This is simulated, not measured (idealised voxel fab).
The process module presented herein is designated voxel ribs on slabs.
195 nm wide, 5 nm square cells: that's cross-section cut.
Reading order for cross-sections: top band down to bottom band. Underlying form: a grid of square cells. Band size: one or more rows of cells. Quick guide to a band line: top height, bottom height (nm) up front; then every material left to right with its width in nm. Only one material and it's marked "all across"? Then it fills the band edge to edge. And "air" just means empty space. Zero point of the height axis is 0; under it, received wafer = one material. Lowest band: continues down indefinitely, "0 -> down". It should be noted that a width expressed as "30 to 40" varies in equal increments from row to row of cells within the band, taking the value of the first number at the top row and that of the second number at the bottom row. What does "remains unaltered" mean for a step? It means no cell of the cross-section changed in that step. Basically, "Sealed voids" tells you about the enclosed voids: empty spaces with no open way to the top, 8 cells or bigger, each written width x height at distance, where distance is from the left edge, all in nm. On a step's line, text after the settings is the simulator commenting on that step. The "overlay nm" setting may appear on a step's line; for a step that uses a mask, it gives how far to the right of its planned position the mask lay, and a negative value indicates the left.

-- Process steps - plan
1: RECEIVE [material Si]
2: DIRECTIONAL_DEP [material SiO2] [thk nm 20]
3: DIRECTIONAL_DEP [material SiN] [thk nm 25]
4: MASKED_ETCH [tone cover] [mask id RIB] [width nm 15] [etch materials SiN] [depth nm 5] [overlay nm 0]
5: PATTERN [tone cover] [mask id SLAB] [material resist] [width nm 55] [thk nm 15] [overlay nm 0]
6: DIRECTIONAL_ETCH [etch materials SiN] [depth nm 20]
7: STRIP [etch materials resist]
8: FILL_DEP [material SiO2] [thk nm 30]
9: CMP [height nm 65]
10: DIRECTIONAL_DEP [material W] [thk nm 10]
11: DIRECTIONAL_DEP [material aC] [thk nm 10]
12: PATTERN [tone cover] [mask id HEATER] [material resist] [width nm 25] [thk nm 25] [overlay nm 0]
13: DIRECTIONAL_ETCH [etch materials aC] [depth nm 10]
14: STRIP [etch materials resist]
15: DIRECTIONAL_ETCH [etch materials W] [depth nm 10]
16: STRIP [etch materials aC]
17: CONFORMAL_DEP [material SiN] [thk nm 10]

-- The cross-section here shows the wafer as received, i.e. in its state after step 1
> 0 -> down | Si all across
> Sealed voids: none

-- Post-module cross-section: identical start and plan to those above, one misstep in execution
> 75 -> 65 | air (85) / W (25) / air (85)
> 65 -> 45 | SiO2 all across
> 45 -> 40 | SiO2 (90) / SiN (15) / SiO2 (90)
> 40 -> 20 | SiO2 (70) / SiN (55) / SiO2 (70)
> 20 -> 0 | SiO2 all across
> 0 -> down | Si all across
> Sealed voids: none
Where did the run depart from the plan? step 17 of the plan was excluded from execution and never run
